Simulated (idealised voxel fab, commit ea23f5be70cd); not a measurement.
The following process module bears the name voxel wiring stack.
The figure presents cross-section cut, which has a width of 225 nm and is divided into square cells with an edge length of 5 nm.
Notation: cross-section as square-cell grid; stated in bands, top first, going down; one or more cell rows per band.
Each band's line starts with the height of the band's top and of its bottom, in nm. Then come its materials from left to right, each with its width in nm. One material with "all across" fills the band from edge to edge. "blank" is empty space.
Height is counted from the level 0, under which the received wafer is composed throughout of one material. The lowest of the bands is not closed at the bottom but continues downward, in the notation "0..down".
With a width like "30..40", each row of cells in the band differs from the next by the same amount, the top row carrying the first number and the bottom row the second.
When a step is marked "nothing was modified", none of the cells in the cross-section changed during that step.
In "Unvented cavities" the enclosed voids are listed, meaning empty spaces of 8 cells or larger without any opening to the top. The form is width x height at distance, distance from the left edge, units nm.
On each step's line, the part that comes after the settings is the simulator's own comment on the step.
If you see "overlay nm" on a step's line and that step has a mask, it's telling you how far right of where it was planned the mask ended up; a negative number means it went left instead.

### Steps in the process plan
step 1: RECEIVE (material Si)
step 2: CONFORMAL_DEP (material SiO2; thk nm 10)
step 3: CONFORMAL_DEP (material SiN; thk nm 5)
step 4: DIRECTIONAL_DEP (material lowk; thk nm 15)
step 5: MASKED_ETCH (tone open; mask id METAL_1; width nm 20; pitch nm 35; etch materials lowk; depth nm 15; overlay nm 0)
step 6: MASKED_ETCH (tone open; mask id METAL_1; width nm 20; pitch nm 35; etch materials SiN; depth nm 5; overlay nm 0)
step 7: CONFORMAL_DEP (material TiN; thk nm 5)
step 8: FILL_DEP (material Ru; thk nm 5)
step 9: CMP (height nm 30)
step 10: CONFORMAL_DEP (material SiCN; thk nm 5)
step 11: DIRECTIONAL_DEP (material SiO2; thk nm 20)
step 12: MASKED_ETCH (tone open; mask id PLUG_1; width nm 15; pitch nm 35; etch materials SiO2; depth nm 20; overlay nm 0)
step 13: MASKED_ETCH (tone open; mask id PLUG_1; width nm 15; pitch nm 35; etch materials SiCN; depth nm 5; overlay nm 0)
step 14: CONFORMAL_DEP (material TiN; thk nm 5)
step 15: FILL_DEP (material Ru; thk nm 10)
step 16: CMP (height nm 55)
step 17: CONFORMAL_DEP (material SiCN; thk nm 5)
step 18: DIRECTIONAL_DEP (material lowk; thk nm 20)
step 19: PATTERN (tone open; mask id METAL_2; material resist; width nm 20; pitch nm 35; thk nm 20; overlay nm 0)
step 20: DIRECTIONAL_ETCH (etch materials lowk; depth nm 20)
step 21: DIRECTIONAL_ETCH (etch materials SiCN; depth nm 5)
step 22: STRIP (etch materials resist)
step 23: CONFORMAL_DEP (material TiN; thk nm 5)
step 24: FILL_DEP (material W; thk nm 5)
step 25: CMP (height nm 80)
step 26: CONFORMAL_DEP (material SiCN; thk nm 5)
step 27: DIRECTIONAL_DEP (material SiO2; thk nm 15)
step 28: PATTERN (tone open; mask id PLUG_2; material resist; width nm 15; pitch nm 35; thk nm 20; overlay nm 0)
step 29: DIRECTIONAL_ETCH (etch materials SiO2; depth nm 15)
step 30: DIRECTIONAL_ETCH (etch materials SiCN; depth nm 5)
step 31: STRIP (etch materials resist)
step 32: EPI (material Ru; thk nm 10)
step 33: EPI (material Ru; thk nm 10)
step 34: DIRECTIONAL_DEP (material TiN; thk nm 5)
step 35: DIRECTIONAL_DEP (material Ru; thk nm 25)
step 36: MASKED_ETCH (tone cover; mask id METAL_3; width nm 20; pitch nm 35; etch materials Ru; depth nm 25; overlay nm 0)
step 37: MASKED_ETCH (tone cover; mask id METAL_3; width nm 20; pitch nm 35; etch materials TiN; depth nm 5; overlay nm 0)
step 38: CONFORMAL_DEP (material SiCN; thk nm 5)
step 39: FILL_DEP (material lowk; thk nm 5)
step 40: CMP (height nm 130)
step 41: CONFORMAL_DEP (material SiCN; thk nm 5)

### Cross-section, incoming material, after step 1
	0..down  Si all across
	Unvented cavities: none

### Cross-section, end of module. Start: as above. Plan: as above. Execution: one mistake
	135..130  SiCN all across
	130..120  lowk 60  SiCN 5  Ru 20  SiCN 5  lowk 5  SiCN 5  Ru 20  SiCN 5  lowk 5  SiCN 5  Ru 20  SiCN 5  lowk 65
	120..115  SiCN 65  Ru 15  TiN 5  SiCN 15  Ru 15  TiN 5  SiCN 15  Ru 15  TiN 5  SiCN 70
	115..105  SiO2 65  Ru 15  SiO2 20  Ru 15  SiO2 20  Ru 15  SiO2 75
	105..100  SiO2 65  TiN 15  SiO2 20  TiN 15  SiO2 20  TiN 15  SiO2 75
	100..85  SiO2 all across
	85..80  SiCN all across
	80..60  lowk 65  TiN 5  W 10  TiN 5  lowk 15  TiN 5  W 10  TiN 5  lowk 15  TiN 5  W 10  TiN 5  lowk 70
	60..55  SiCN 65  TiN 20  SiCN 15  TiN 20  SiCN 15  TiN 20  SiCN 70
	55..35  SiO2 65  TiN 5  Ru 5  TiN 5  SiO2 20  TiN 5  Ru 5  TiN 5  SiO2 20  TiN 5  Ru 5  TiN 5  SiO2 75
	35..30  SiCN 65  TiN 15  SiCN 20  TiN 15  SiCN 20  TiN 15  SiCN 75
	30..15  lowk 65  TiN 5  Ru 10  TiN 5  lowk 15  TiN 5  Ru 10  TiN 5  lowk 15  TiN 5  Ru 10  TiN 5  lowk 70
	15..10  SiN 65  TiN 20  SiN 15  TiN 20  SiN 15  TiN 20  SiN 70
	10..0  SiO2 all across
	0..down  Si all across
	Unvented cavities: none
So what did we get wrong on this run? heads up, step 27 of the plan got done twice
